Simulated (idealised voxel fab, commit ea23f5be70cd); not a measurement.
Title: Process Module voxel wiring stack
Displayed cross-section: cut, width of 290 nm, square cells sized 5 nm.
This document writes a cross-section as a grid whose cells are square, and gives it as bands, listed from the top down; one or more rows of cells form a band.
Band entry format. Leading values: height of top, height of bottom, nm. Remainder: materials in left-to-right order, each with its width in nm. Special words: "all across" on a single material, which then fills the band edge to edge; "air", empty space.
Height reference: 0 = level under which incoming wafer is all one material. Lowest band: no bottom, runs on downward, e.g. "0..down".
Per-row width for "30 to 40": begins at first number (top row of band), ends at second number (bottom row), increment between rows held constant.
Where the words "changes: none" appear for a step, the cross-section shows no cell changed by that step; every cell remained as before.
Reported under the label "Sealed-off cavities" are the empty spaces having no open way to the top and comprising 8 cells or more; the notation for each is width x height at distance, in which the distance is measured from the left edge and all three values are in nm.
That trailing text on a step's line, after the settings, is the simulator's own remark on the step.
overlay nm: mask right of planned place by this much (step with mask). Neg. = left.
Read the rest as pairs. Take the cross-section before one process step, then the cross-section after it, which shows only down to the lowest band that changed. Under the pair, find the step between them and its settings. Bear in mind that pairs may come from different runs of this module on the same starting wafer: link a pair to the pair above it only where its entry headed "Incoming structure" says to.

-- Incoming structure
> 0..down  Si all across
> Sealed-off cavities: none

-- As Processed
> 10..0  SiO2 all across
> Under 0: no change, same as before.
> Sealed-off cavities: none
What was done to get from the upper cross-section to the lower one? CONFORMAL_DEP: material SiO2, thk nm 10

Incoming structure: The pre-step condition corresponds to the post-step cross-section depicted in the pair directly above.

-- As Processed
> 15..10  SiCN all across
> Under 10: no change, same as before.
> Sealed-off cavities: none
What was done to get from the upper cross-section to the lower one? CONFORMAL_DEP: material SiCN, thk nm 5

Incoming structure: The pre-step condition corresponds to the post-step cross-section depicted in the pair directly above.

-- As Processed
> 30..15  lowk all across
> Under 15: no change, same as before.
> Sealed-off cavities: none
What was done to get from the upper cross-section to the lower one? DIRECTIONAL_DEP: material lowk, thk nm 15

Incoming structure: The pre-step condition corresponds to the post-step cross-section depicted in the pair directly above.

-- As Processed
> 30..15  lowk 105  air 25  lowk 25  air 25  lowk 110
> Under 15: no change, same as before.
> Sealed-off cavities: none
What was done to get from the upper cross-section to the lower one? MASKED_ETCH: tone open, mask id METAL_1, width nm 25, pitch nm 50, etch materials lowk, depth nm 15, overlay nm 0

Incoming structure: The pre-step condition corresponds to the post-step cross-section depicted in the pair directly above.

-- As Processed
> 30..15  lowk 105  air 25  lowk 25  air 25  lowk 110
> 15..10  SiCN 105  air 25  SiCN 25  air 25  SiCN 110
> Under 10: no change, same as before.
> Sealed-off cavities: none
What was done to get from the upper cross-section to the lower one? MASKED_ETCH: tone open, mask id METAL_1, width nm 25, pitch nm 50, etch materials SiCN, depth nm 5, overlay nm 0

Incoming structure: The pre-step condition corresponds to the post-step cross-section depicted in the pair directly above.

-- As Processed
> 35..30  TiN 110  air 15  TiN 35  air 15  TiN 115
> 30..15  lowk 105  TiN 5  air 15  TiN 5  lowk 25  TiN 5  air 15  TiN 5  lowk 110
> 15..10  SiCN 105  TiN 25  SiCN 25  TiN 25  SiCN 110
> Under 10: no change, same as before.
> Sealed-off cavities: none
What was done to get from the upper cross-section to the lower one? CONFORMAL_DEP: material TiN, thk nm 5

Incoming structure: The pre-step condition corresponds to the post-step cross-section depicted in the pair directly above.

-- As Processed
> 40..35  Ru all across
> 35..30  TiN 110  Ru 15  TiN 35  Ru 15  TiN 115
> 30..15  lowk 105  TiN 5  Ru 15  TiN 5  lowk 25  TiN 5  Ru 15  TiN 5  lowk 110
> Under 15: no change, same as before.
> Sealed-off cavities: none
What was done to get from the upper cross-section to the lower one? FILL_DEP: material Ru, thk nm 5

Incoming structure: The pre-step condition corresponds to the post-step cross-section depicted in the pair directly above.

-- As Processed
> 30..15  lowk 105  TiN 5  Ru 15  TiN 5  lowk 25  TiN 5  Ru 15  TiN 5  lowk 110
> Under 15: no change, same as before.
> Sealed-off cavities: none
What was done to get from the upper cross-section to the lower one? CMP: height nm 30

Incoming structure: The pre-step condition corresponds to the post-step cross-section depicted in the pair directly above.

-- As Processed
> 35..30  SiCN all across
> Under 30: no change, same as before.
> Sealed-off cavities: none
What was done to get from the upper cross-section to the lower one? CONFORMAL_DEP: material SiCN, thk nm 5

Incoming structure: The pre-step condition corresponds to the post-step cross-section depicted in the pair directly above.

-- As Processed
> 55..35  SiO2 all across
> Under 35: no change, same as before.
> Sealed-off cavities: none
What was done to get from the upper cross-section to the lower one? DIRECTIONAL_DEP: material SiO2, thk nm 20

Incoming structure: The pre-step condition corresponds to the post-step cross-section depicted in the pair directly above.

-- As Processed
> 70..55  resist 105  air 15  resist 35  air 15  resist 120
> Under 55: no change, same as before.
> Sealed-off cavities: none
What was done to get from the upper cross-section to the lower one? PATTERN: tone open, mask id PLUG_1, material resist, width nm 15, pitch nm 50, thk nm 15, overlay nm 0

Incoming structure: The pre-step condition corresponds to the post-step cross-section depicted in the pair directly above.

-- As Processed
> 70..55  resist 105  air 15  resist 35  air 15  resist 120
> 55..35  SiO2 105  air 15  SiO2 35  air 15  SiO2 120
> Under 35: no change, same as before.
> Sealed-off cavities: none
What was done to get from the upper cross-section to the lower one? DIRECTIONAL_ETCH: etch materials SiO2, depth nm 20

Incoming structure: The pre-step condition corresponds to the post-step cross-section depicted in the pair directly above.

-- As Processed
> 70..55  resist 105  air 15  resist 35  air 15  resist 120
> 55..35  SiO2 105  air 15  SiO2 35  air 15  SiO2 120
> 35..30  SiCN 105  air 15  SiCN 35  air 15  SiCN 120
> Under 30: no change, same as before.
> Sealed-off cavities: none
What was done to get from the upper cross-section to the lower one? DIRECTIONAL_ETCH: etch materials SiCN, depth nm 5

Incoming structure: The pre-step condition corresponds to the post-step cross-section depicted in the pair directly above.

-- As Processed
> 55..35  SiO2 105  air 15  SiO2 35  air 15  SiO2 120
> Under 35: no change, same as before.
> Sealed-off cavities: none
What was done to get from the upper cross-section to the lower one? STRIP: etch materials resist

Incoming structure: The pre-step condition corresponds to the post-step cross-section depicted in the pair directly above.

-- As Processed
> 60..55  TiN 110  air 5  TiN 45  air 5  TiN 125
> 55..35  SiO2 105  TiN 5  air 5  TiN 5  SiO2 35  TiN 5  air 5  TiN 5  SiO2 120
> 35..30  SiCN 105  TiN 15  SiCN 35  TiN 15  SiCN 120
> Under 30: no change, same as before.
> Sealed-off cavities: none
What was done to get from the upper cross-section to the lower one? CONFORMAL_DEP: material TiN, thk nm 5

Incoming structure: The pre-step condition corresponds to the post-step cross-section depicted in the pair directly above.

-- As Processed
> 65..60  W all across
> 60..55  TiN 110  W 5  TiN 45  W 5  TiN 125
> 55..35  SiO2 105  TiN 5  W 5  TiN 5  SiO2 35  TiN 5  W 5  TiN 5  SiO2 120
> Under 35: no change, same as before.
> Sealed-off cavities: none
What was done to get from the upper cross-section to the lower one? FILL_DEP: material W, thk nm 5

Incoming structure: The pre-step condition corresponds to the post-step cross-section depicted in the pair directly above.

-- As Processed
> 55..35  SiO2 105  TiN 5  W 5  TiN 5  SiO2 35  TiN 5  W 5  TiN 5  SiO2 120
> Under 35: no change, same as before.
> Sealed-off cavities: none
What was done to get from the upper cross-section to the lower one? CMP: height nm 55

Incoming structure: The pre-step condition corresponds to the post-step cross-section depicted in the pair directly above.

-- As Processed
> 60..55  SiCN all across
> Under 55: no change, same as before.
> Sealed-off cavities: none
What was done to get from the upper cross-section to the lower one? CONFORMAL_DEP: material SiCN, thk nm 5

Incoming structure: The pre-step condition corresponds to the post-step cross-section depicted in the pair directly above.

-- As Processed
> 80..60  SiO2 all across
> Under 60: no change, same as before.
> Sealed-off cavities: none
What was done to get from the upper cross-section to the lower one? DIRECTIONAL_DEP: material SiO2, thk nm 20

Incoming structure: The pre-step condition corresponds to the post-step cross-section depicted in the pair directly above.

-- As Processed
> 95..80  resist 105  air 25  resist 25  air 25  resist 110
> Under 80: no change, same as before.
> Sealed-off cavities: none
What was done to get from the upper cross-section to the lower one? PATTERN: tone open, mask id METAL_2, material resist, width nm 25, pitch nm 50, thk nm 15, overlay nm 0

Incoming structure: The pre-step condition corresponds to the post-step cross-section depicted in the pair directly above.

-- As Processed
> 95..80  resist 105  air 25  resist 25  air 25  resist 110
> 80..60  SiO2 105  air 25  SiO2 25  air 25  SiO2 110
> Under 60: no change, same as before.
> Sealed-off cavities: none
What was done to get from the upper cross-section to the lower one? DIRECTIONAL_ETCH: etch materials SiO2, depth nm 20

Incoming structure: The pre-step condition corresponds to the post-step cross-section depicted in the pair directly above.

-- As Processed
> 95..80  resist 105  air 25  resist 25  air 25  resist 110
> 80..60  SiO2 105  air 25  SiO2 25  air 25  SiO2 110
> 60..55  SiCN 105  air 25  SiCN 25  air 25  SiCN 110
> Under 55: no change, same as before.
> Sealed-off cavities: none
What was done to get from the upper cross-section to the lower one? DIRECTIONAL_ETCH: etch materials SiCN, depth nm 5

Incoming structure: The pre-step condition corresponds to the post-step cross-section depicted in the pair directly above.

-- As Processed
> 80..60  SiO2 105  air 25  SiO2 25  air 25  SiO2 110
> Under 60: no change, same as before.
> Sealed-off cavities: none
What was done to get from the upper cross-section to the lower one? STRIP: etch materials resist

Incoming structure: The pre-step condition corresponds to the post-step cross-section depicted in the pair directly above.

-- As Processed
> 85..80  TiN 110  air 15  TiN 35  air 15  TiN 115
> 80..60  SiO2 105  TiN 5  air 15  TiN 5  SiO2 25  TiN 5  air 15  TiN 5  SiO2 110
> 60..55  SiCN 105  TiN 25  SiCN 25  TiN 25  SiCN 110
> Under 55: no change, same as before.
> Sealed-off cavities: none
What was done to get from the upper cross-section to the lower one? CONFORMAL_DEP: material TiN, thk nm 5

Incoming structure: The pre-step condition corresponds to the post-step cross-section depicted in the pair directly above.

-- As Processed
> 90..85  Cu all across
> 85..80  TiN 110  Cu 15  TiN 35  Cu 15  TiN 115
> 80..60  SiO2 105  TiN 5  Cu 15  TiN 5  SiO2 25  TiN 5  Cu 15  TiN 5  SiO2 110
> Under 60: no change, same as before.
> Sealed-off cavities: none
What was done to get from the upper cross-section to the lower one? FILL_DEP: material Cu, thk nm 5

Incoming structure: The pre-step condition corresponds to the post-step cross-section depicted in the pair directly above.

-- As Processed
> 80..60  SiO2 105  TiN 5  Cu 15  TiN 5  SiO2 25  TiN 5  Cu 15  TiN 5  SiO2 110
> Under 60: no change, same as before.
> Sealed-off cavities: none
What was done to get from the upper cross-section to the lower one? CMP: height nm 80

Incoming structure: The pre-step condition corresponds to the post-step cross-section depicted in the pair directly above.

-- As Processed
> 85..80  SiCN all across
> Under 80: no change, same as before.
> Sealed-off cavities: none
What was done to get from the upper cross-section to the lower one? CONFORMAL_DEP: material SiCN, thk nm 5

-- Incoming structure
> 10..0  SiO2 all across
> 0..down  Si all across
> Sealed-off cavities: none

-- As Processed
> 25..10  lowk all across
> Under 10: no change, same as before.
> Sealed-off cavities: none
What was done to get from the upper cross-section to the lower one? DIRECTIONAL_DEP: material lowk, thk nm 15

Incoming structure: The pre-step condition corresponds to the post-step cross-section depicted in the pair directly above.

-- As Processed
> 25..10  lowk 105  air 25  lowk 25  air 25  lowk 110
> Under 10: no change, same as before.
> Sealed-off cavities: none
What was done to get from the upper cross-section to the lower one? MASKED_ETCH: tone open, mask id METAL_1, width nm 25, pitch nm 50, etch materials lowk, depth nm 15, overlay nm 0

Incoming structure: The pre-step condition corresponds to the post-step cross-section depicted in the pair directly above.

-- As Processed
> 30..25  TiN 110  air 15  TiN 35  air 15  TiN 115
> 25..15  lowk 105  TiN 5  air 15  TiN 5  lowk 25  TiN 5  air 15  TiN 5  lowk 110
> 15..10  lowk 105  TiN 25  lowk 25  TiN 25  lowk 110
> Under 10: no change, same as before.
> Sealed-off cavities: none
What was done to get from the upper cross-section to the lower one? CONFORMAL_DEP: material TiN, thk nm 5

Incoming structure: The pre-step condition corresponds to the post-step cross-section depicted in the pair directly above.

-- As Processed
> 35..30  Ru all across
> 30..25  TiN 110  Ru 15  TiN 35  Ru 15  TiN 115
> 25..15  lowk 105  TiN 5  Ru 15  TiN 5  lowk 25  TiN 5  Ru 15  TiN 5  lowk 110
> Under 15: no change, same as before.
> Sealed-off cavities: none
What was done to get from the upper cross-section to the lower one? FILL_DEP: material Ru, thk nm 5

Incoming structure: The pre-step condition corresponds to the post-step cross-section depicted in the pair directly above.

-- As Processed
> 30..25  TiN 110  Ru 15  TiN 35  Ru 15  TiN 115
> Under 25: no change, same as before.
> Sealed-off cavities: none
What was done to get from the upper cross-section to the lower one? CMP: height nm 30

Incoming structure: The pre-step condition corresponds to the post-step cross-section depicted in the pair directly above.

-- As Processed
> 35..30  SiCN all across
> Under 30: no change, same as before.
> Sealed-off cavities: none
What was done to get from the upper cross-section to the lower one? CONFORMAL_DEP: material SiCN, thk nm 5

Incoming structure: The pre-step condition corresponds to the post-step cross-section depicted in the pair directly above.

-- As Processed
> 55..35  SiO2 all across
> Under 35: no change, same as before.
> Sealed-off cavities: none
What was done to get from the upper cross-section to the lower one? DIRECTIONAL_DEP: material SiO2, thk nm 20

Incoming structure: The pre-step condition corresponds to the post-step cross-section depicted in the pair directly above.

-- As Processed
> 70..55  resist 105  air 15  resist 35  air 15  resist 120
> Under 55: no change, same as before.
> Sealed-off cavities: none
What was done to get from the upper cross-section to the lower one? PATTERN: tone open, mask id PLUG_1, material resist, width nm 15, pitch nm 50, thk nm 15, overlay nm 0

Incoming structure: The pre-step condition corresponds to the post-step cross-section depicted in the pair directly above.

-- As Processed
> 70..55  resist 105  air 15  resist 35  air 15  resist 120
> 55..35  SiO2 105  air 15  SiO2 35  air 15  SiO2 120
> Under 35: no change, same as before.
> Sealed-off cavities: none
What was done to get from the upper cross-section to the lower one? DIRECTIONAL_ETCH: etch materials SiO2, depth nm 20

Incoming structure: The pre-step condition corresponds to the post-step cross-section depicted in the pair directly above.

-- As Processed
> 70..55  resist 105  air 15  resist 35  air 15  resist 120
> 55..35  SiO2 105  air 15  SiO2 35  air 15  SiO2 120
> 35..30  SiCN 105  air 15  SiCN 35  air 15  SiCN 120
> Under 30: no change, same as before.
> Sealed-off cavities: none
What was done to get from the upper cross-section to the lower one? DIRECTIONAL_ETCH: etch materials SiCN, depth nm 5

Incoming structure: The pre-step condition corresponds to the post-step cross-section depicted in the pair directly above.

-- As Processed
> 55..35  SiO2 105  air 15  SiO2 35  air 15  SiO2 120
> Under 35: no change, same as before.
> Sealed-off cavities: none
What was done to get from the upper cross-section to the lower one? STRIP: etch materials resist

Incoming structure: The pre-step condition corresponds to the post-step cross-section depicted in the pair directly above.

-- As Processed
> 60..55  TiN 110  air 5  TiN 45  air 5  TiN 125
> 55..35  SiO2 105  TiN 5  air 5  TiN 5  SiO2 35  TiN 5  air 5  TiN 5  SiO2 120
> 35..30  SiCN 105  TiN 15  SiCN 35  TiN 15  SiCN 120
> Under 30: no change, same as before.
> Sealed-off cavities: none
What was done to get from the upper cross-section to the lower one? CONFORMAL_DEP: material TiN, thk nm 5

Incoming structure: The pre-step condition corresponds to the post-step cross-section depicted in the pair directly above.

-- As Processed
> 65..60  W all across
> 60..55  TiN 110  W 5  TiN 45  W 5  TiN 125
> 55..35  SiO2 105  TiN 5  W 5  TiN 5  SiO2 35  TiN 5  W 5  TiN 5  SiO2 120
> Under 35: no change, same as before.
> Sealed-off cavities: none
What was done to get from the upper cross-section to the lower one? FILL_DEP: material W, thk nm 5

Incoming structure: The pre-step condition corresponds to the post-step cross-section depicted in the pair directly above.

-- As Processed
> 55..35  SiO2 105  TiN 5  W 5  TiN 5  SiO2 35  TiN 5  W 5  TiN 5  SiO2 120
> Under 35: no change, same as before.
> Sealed-off cavities: none
What was done to get from the upper cross-section to the lower one? CMP: height nm 55

Incoming structure: The pre-step condition corresponds to the post-step cross-section depicted in the pair directly above.

-- As Processed
> 60..55  SiCN all across
> Under 55: no change, same as before.
> Sealed-off cavities: none
What was done to get from the upper cross-section to the lower one? CONFORMAL_DEP: material SiCN, thk nm 5

Incoming structure: The pre-step condition corresponds to the post-step cross-section depicted in the pair directly above.

-- As Processed
> 80..60  SiO2 all across
> Under 60: no change, same as before.
> Sealed-off cavities: none
What was done to get from the upper cross-section to the lower one? DIRECTIONAL_DEP: material SiO2, thk nm 20

Incoming structure: The pre-step condition corresponds to the post-step cross-section depicted in the pair directly above.

-- As Processed
> 95..80  resist 105  air 25  resist 25  air 25  resist 110
> Under 80: no change, same as before.
> Sealed-off cavities: none
What was done to get from the upper cross-section to the lower one? PATTERN: tone open, mask id METAL_2, material resist, width nm 25, pitch nm 50, thk nm 15, overlay nm 0

Incoming structure: The pre-step condition corresponds to the post-step cross-section depicted in the pair directly above.

-- As Processed
> 95..80  resist 105  air 25  resist 25  air 25  resist 110
> 80..60  SiO2 105  air 25  SiO2 25  air 25  SiO2 110
> Under 60: no change, same as before.
> Sealed-off cavities: none
What was done to get from the upper cross-section to the lower one? DIRECTIONAL_ETCH: etch materials SiO2, depth nm 20

Incoming structure: The pre-step condition corresponds to the post-step cross-section depicted in the pair directly above.

-- As Processed
> 95..80  resist 105  air 25  resist 25  air 25  resist 110
> 80..60  SiO2 105  air 25  SiO2 25  air 25  SiO2 110
> 60..55  SiCN 105  air 25  SiCN 25  air 25  SiCN 110
> Under 55: no change, same as before.
> Sealed-off cavities: none
What was done to get from the upper cross-section to the lower one? DIRECTIONAL_ETCH: etch materials SiCN, depth nm 5

Incoming structure: The pre-step condition corresponds to the post-step cross-section depicted in the pair directly above.

-- As Processed
> 80..60  SiO2 105  air 25  SiO2 25  air 25  SiO2 110
> Under 60: no change, same as before.
> Sealed-off cavities: none
What was done to get from the upper cross-section to the lower one? STRIP: etch materials resist

Incoming structure: The pre-step condition corresponds to the post-step cross-section depicted in the pair directly above.

-- As Processed
> 85..80  TiN 110  air 15  TiN 35  air 15  TiN 115
> 80..60  SiO2 105  TiN 5  air 15  TiN 5  SiO2 25  TiN 5  air 15  TiN 5  SiO2 110
> 60..55  SiCN 105  TiN 25  SiCN 25  TiN 25  SiCN 110
> Under 55: no change, same as before.
> Sealed-off cavities: none
What was done to get from the upper cross-section to the lower one? CONFORMAL_DEP: material TiN, thk nm 5

Incoming structure: The pre-step condition corresponds to the post-step cross-section depicted in the pair directly above.

-- As Processed
> 90..85  Cu all across
> 85..80  TiN 110  Cu 15  TiN 35  Cu 15  TiN 115
> 80..60  SiO2 105  TiN 5  Cu 15  TiN 5  SiO2 25  TiN 5  Cu 15  TiN 5  SiO2 110
> Under 60: no change, same as before.
> Sealed-off cavities: none
What was done to get from the upper cross-section to the lower one? FILL_DEP: material Cu, thk nm 5

Incoming structure: The pre-step condition corresponds to the post-step cross-section depicted in the pair directly above.

-- As Processed
> 80..60  SiO2 105  TiN 5  Cu 15  TiN 5  SiO2 25  TiN 5  Cu 15  TiN 5  SiO2 110
> Under 60: no change, same as before.
> Sealed-off cavities: none
What was done to get from the upper cross-section to the lower one? CMP: height nm 80

Incoming structure: The pre-step condition corresponds to the post-step cross-section depicted in the pair directly above.

-- As Processed
> 85..80  SiCN all across
> Under 80: no change, same as before.
> Sealed-off cavities: none
What was done to get from the upper cross-section to the lower one? CONFORMAL_DEP: material SiCN, thk nm 5

-- Incoming structure
> 25..10  lowk all across
> 10..0  SiO2 all across
> 0..down  Si all across
> Sealed-off cavities: none

-- As Processed
> 30..25  SiCN all across
> Under 25: no change, same as before.
> Sealed-off cavities: none
What was done to get from the upper cross-section to the lower one? CONFORMAL_DEP: material SiCN, thk nm 5

Incoming structure: The pre-step condition corresponds to the post-step cross-section depicted in the pair directly above.

-- As Processed
> 30..25  SiCN 105  air 25  SiCN 25  air 25  SiCN 110
> Under 25: no change, same as before.
> Sealed-off cavities: none
What was done to get from the upper cross-section to the lower one? MASKED_ETCH: tone open, mask id METAL_1, width nm 25, pitch nm 50, etch materials SiCN, depth nm 5, overlay nm 0

Incoming structure: The pre-step condition corresponds to the post-step cross-section depicted in the pair directly above.

-- As Processed
> 35..30  TiN 110  air 15  TiN 35  air 15  TiN 115
> 30..25  SiCN 105  TiN 25  SiCN 25  TiN 25  SiCN 110
> Under 25: no change, same as before.
> Sealed-off cavities: none
What was done to get from the upper cross-section to the lower one? CONFORMAL_DEP: material TiN, thk nm 5

Incoming structure: The pre-step condition corresponds to the post-step cross-section depicted in the pair directly above.

-- As Processed
> 40..35  Ru all across
> 35..30  TiN 110  Ru 15  TiN 35  Ru 15  TiN 115
> Under 30: no change, same as before.
> Sealed-off cavities: none
What was done to get from the upper cross-section to the lower one? FILL_DEP: material Ru, thk nm 5

Incoming structure: The pre-step condition corresponds to the post-step cross-section depicted in the pair directly above.

-- As Processed
> 30..25  SiCN 105  TiN 25  SiCN 25  TiN 25  SiCN 110
> Under 25: no change, same as before.
> Sealed-off cavities: none
What was done to get from the upper cross-section to the lower one? CMP: height nm 30

Incoming structure: The pre-step condition corresponds to the post-step cross-section depicted in the pair directly above.

-- As Processed
> 35..30  SiCN all across
> Under 30: no change, same as before.
> Sealed-off cavities: none
What was done to get from the upper cross-section to the lower one? CONFORMAL_DEP: material SiCN, thk nm 5

Incoming structure: The pre-step condition corresponds to the post-step cross-section depicted in the pair directly above.

-- As Processed
> 55..35  SiO2 all across
> Under 35: no change, same as before.
> Sealed-off cavities: none
What was done to get from the upper cross-section to the lower one? DIRECTIONAL_DEP: material SiO2, thk nm 20

Incoming structure: The pre-step condition corresponds to the post-step cross-section depicted in the pair directly above.

-- As Processed
> 70..55  resist 105  air 15  resist 35  air 15  resist 120
> Under 55: no change, same as before.
> Sealed-off cavities: none
What was done to get from the upper cross-section to the lower one? PATTERN: tone open, mask id PLUG_1, material resist, width nm 15, pitch nm 50, thk nm 15, overlay nm 0

Incoming structure: The pre-step condition corresponds to the post-step cross-section depicted in the pair directly above.

-- As Processed
> 70..55  resist 105  air 15  resist 35  air 15  resist 120
> 55..35  SiO2 105  air 15  SiO2 35  air 15  SiO2 120
> Under 35: no change, same as before.
> Sealed-off cavities: none
What was done to get from the upper cross-section to the lower one? DIRECTIONAL_ETCH: etch materials SiO2, depth nm 20

Incoming structure: The pre-step condition corresponds to the post-step cross-section depicted in the pair directly above.

-- As Processed
> 70..55  resist 105  air 15  resist 35  air 15  resist 120
> 55..35  SiO2 105  air 15  SiO2 35  air 15  SiO2 120
> 35..30  SiCN 105  air 15  SiCN 35  air 15  SiCN 120
> Under 30: no change, same as before.
> Sealed-off cavities: none
What was done to get from the upper cross-section to the lower one? DIRECTIONAL_ETCH: etch materials SiCN, depth nm 5

Incoming structure: The pre-step condition corresponds to the post-step cross-section depicted in the pair directly above.

-- As Processed
> 55..35  SiO2 105  air 15  SiO2 35  air 15  SiO2 120
> Under 35: no change, same as before.
> Sealed-off cavities: none
What was done to get from the upper cross-section to the lower one? STRIP: etch materials resist

Incoming structure: The pre-step condition corresponds to the post-step cross-section depicted in the pair directly above.

-- As Processed
> 60..55  TiN 110  air 5  TiN 45  air 5  TiN 125
> 55..35  SiO2 105  TiN 5  air 5  TiN 5  SiO2 35  TiN 5  air 5  TiN 5  SiO2 120
> 35..25  SiCN 105  TiN 15 to 25  SiCN 35 to 25  TiN 15 to 25  SiCN 120 to 110
> Under 25: no change, same as before.
> Sealed-off cavities: none
What was done to get from the upper cross-section to the lower one? CONFORMAL_DEP: material TiN, thk nm 5

Incoming structure: The pre-step condition corresponds to the post-step cross-section depicted in the pair directly above.

-- As Processed
> 65..60  W all across
> 60..55  TiN 110  W 5  TiN 45  W 5  TiN 125
> 55..35  SiO2 105  TiN 5  W 5  TiN 5  SiO2 35  TiN 5  W 5  TiN 5  SiO2 120
> Under 35: no change, same as before.
> Sealed-off cavities: none
What was done to get from the upper cross-section to the lower one? FILL_DEP: material W, thk nm 5

Incoming structure: The pre-step condition corresponds to the post-step cross-section depicted in the pair directly above.

-- As Processed
> 55..35  SiO2 105  TiN 5  W 5  TiN 5  SiO2 35  TiN 5  W 5  TiN 5  SiO2 120
> Under 35: no change, same as before.
> Sealed-off cavities: none
What was done to get from the upper cross-section to the lower one? CMP: height nm 55

Incoming structure: The pre-step condition corresponds to the post-step cross-section depicted in the pair directly above.

-- As Processed
> 60..55  SiCN all across
> Under 55: no change, same as before.
> Sealed-off cavities: none
What was done to get from the upper cross-section to the lower one? CONFORMAL_DEP: material SiCN, thk nm 5

Incoming structure: The pre-step condition corresponds to the post-step cross-section depicted in the pair directly above.

-- As Processed
> 80..60  SiO2 all across
> Under 60: no change, same as before.
> Sealed-off cavities: none
What was done to get from the upper cross-section to the lower one? DIRECTIONAL_DEP: material SiO2, thk nm 20

Incoming structure: The pre-step condition corresponds to the post-step cross-section depicted in the pair directly above.

-- As Processed
> 95..80  resist 105  air 25  resist 25  air 25  resist 110
> Under 80: no change, same as before.
> Sealed-off cavities: none
What was done to get from the upper cross-section to the lower one? PATTERN: tone open, mask id METAL_2, material resist, width nm 25, pitch nm 50, thk nm 15, overlay nm 0

Incoming structure: The pre-step condition corresponds to the post-step cross-section depicted in the pair directly above.

-- As Processed
> 95..80  resist 105  air 25  resist 25  air 25  resist 110
> 80..60  SiO2 105  air 25  SiO2 25  air 25  SiO2 110
> Under 60: no change, same as before.
> Sealed-off cavities: none
What was done to get from the upper cross-section to the lower one? DIRECTIONAL_ETCH: etch materials SiO2, depth nm 20

Incoming structure: The pre-step condition corresponds to the post-step cross-section depicted in the pair directly above.

-- As Processed
> 95..80  resist 105  air 25  resist 25  air 25  resist 110
> 80..60  SiO2 105  air 25  SiO2 25  air 25  SiO2 110
> 60..55  SiCN 105  air 25  SiCN 25  air 25  SiCN 110
> Under 55: no change, same as before.
> Sealed-off cavities: none
What was done to get from the upper cross-section to the lower one? DIRECTIONAL_ETCH: etch materials SiCN, depth nm 5

Incoming structure: The pre-step condition corresponds to the post-step cross-section depicted in the pair directly above.

-- As Processed
> 80..60  SiO2 105  air 25  SiO2 25  air 25  SiO2 110
> Under 60: no change, same as before.
> Sealed-off cavities: none
What was done to get from the upper cross-section to the lower one? STRIP: etch materials resist

Incoming structure: The pre-step condition corresponds to the post-step cross-section depicted in the pair directly above.

-- As Processed
> 85..80  TiN 110  air 15  TiN 35  air 15  TiN 115
> 80..60  SiO2 105  TiN 5  air 15  TiN 5  SiO2 25  TiN 5  air 15  TiN 5  SiO2 110
> 60..55  SiCN 105  TiN 25  SiCN 25  TiN 25  SiCN 110
> Under 55: no change, same as before.
> Sealed-off cavities: none
What was done to get from the upper cross-section to the lower one? CONFORMAL_DEP: material TiN, thk nm 5

Incoming structure: The pre-step condition corresponds to the post-step cross-section depicted in the pair directly above.

-- As Processed
> 90..85  Cu all across
> 85..80  TiN 110  Cu 15  TiN 35  Cu 15  TiN 115
> 80..60  SiO2 105  TiN 5  Cu 15  TiN 5  SiO2 25  TiN 5  Cu 15  TiN 5  SiO2 110
> Under 60: no change, same as before.
> Sealed-off cavities: none
What was done to get from the upper cross-section to the lower one? FILL_DEP: material Cu, thk nm 5

Incoming structure: The pre-step condition corresponds to the post-step cross-section depicted in the pair directly above.

-- As Processed
> 80..60  SiO2 105  TiN 5  Cu 15  TiN 5  SiO2 25  TiN 5  Cu 15  TiN 5  SiO2 110
> Under 60: no change, same as before.
> Sealed-off cavities: none
What was done to get from the upper cross-section to the lower one? CMP: height nm 80

Incoming structure: The pre-step condition corresponds to the post-step cross-section depicted in the pair directly above.

-- As Processed
> 85..80  SiCN all across
> Under 80: no change, same as before.
> Sealed-off cavities: none
What was done to get from the upper cross-section to the lower one? CONFORMAL_DEP: material SiCN, thk nm 5

-- Incoming structure
> 35..30  SiCN all across
> 30..15  lowk 105  TiN 5  Ru 15  TiN 5  lowk 25  TiN 5  Ru 15  TiN 5  lowk 110
> 15..10  SiCN 105  TiN 25  SiCN 25  TiN 25  SiCN 110
> 10..0  SiO2 all across
> 0..down  Si all across
> Sealed-off cavities: none

-- As Processed
> 50..35  SiO2 all across
> Under 35: no change, same as before.
> Sealed-off cavities: none
What was done to get from the upper cross-section to the lower one? DIRECTIONAL_DEP: material SiO2, thk nm 15

Incoming structure: The pre-step condition corresponds to the post-step cross-section depicted in the pair directly above.

-- As Processed
> 65..50  resist 105  air 15  resist 35  air 15  resist 120
> Under 50: no change, same as before.
> Sealed-off cavities: none
What was done to get from the upper cross-section to the lower one? PATTERN: tone open, mask id PLUG_1, material resist, width nm 15, pitch nm 50, thk nm 15, overlay nm 0

Incoming structure: The pre-step condition corresponds to the post-step cross-section depicted in the pair directly above.

-- As Processed
> 65..50  resist 105  air 15  resist 35  air 15  resist 120
> 50..35  SiO2 105  air 15  SiO2 35  air 15  SiO2 120
> Under 35: no change, same as before.
> Sealed-off cavities: none
What was done to get from the upper cross-section to the lower one? DIRECTIONAL_ETCH: etch materials SiO2, depth nm 20

Incoming structure: The pre-step condition corresponds to the post-step cross-section depicted in the pair directly above.

-- As Processed
> 65..50  resist 105  air 15  resist 35  air 15  resist 120
> 50..35  SiO2 105  air 15  SiO2 35  air 15  SiO2 120
> 35..30  SiCN 105  air 15  SiCN 35  air 15  SiCN 120
> Under 30: no change, same as before.
> Sealed-off cavities: none
What was done to get from the upper cross-section to the lower one? DIRECTIONAL_ETCH: etch materials SiCN, depth nm 5

Incoming structure: The pre-step condition corresponds to the post-step cross-section depicted in the pair directly above.

-- As Processed
> 50..35  SiO2 105  air 15  SiO2 35  air 15  SiO2 120
> Under 35: no change, same as before.
> Sealed-off cavities: none
What was done to get from the upper cross-section to the lower one? STRIP: etch materials resist

Incoming structure: The pre-step condition corresponds to the post-step cross-section depicted in the pair directly above.

-- As Processed
> 55..50  TiN 110  air 5  TiN 45  air 5  TiN 125
> 50..35  SiO2 105  TiN 5  air 5  TiN 5  SiO2 35  TiN 5  air 5  TiN 5  SiO2 120
> 35..30  SiCN 105  TiN 15  SiCN 35  TiN 15  SiCN 120
> Under 30: no change, same as before.
> Sealed-off cavities: none
What was done to get from the upper cross-section to the lower one? CONFORMAL_DEP: material TiN, thk nm 5
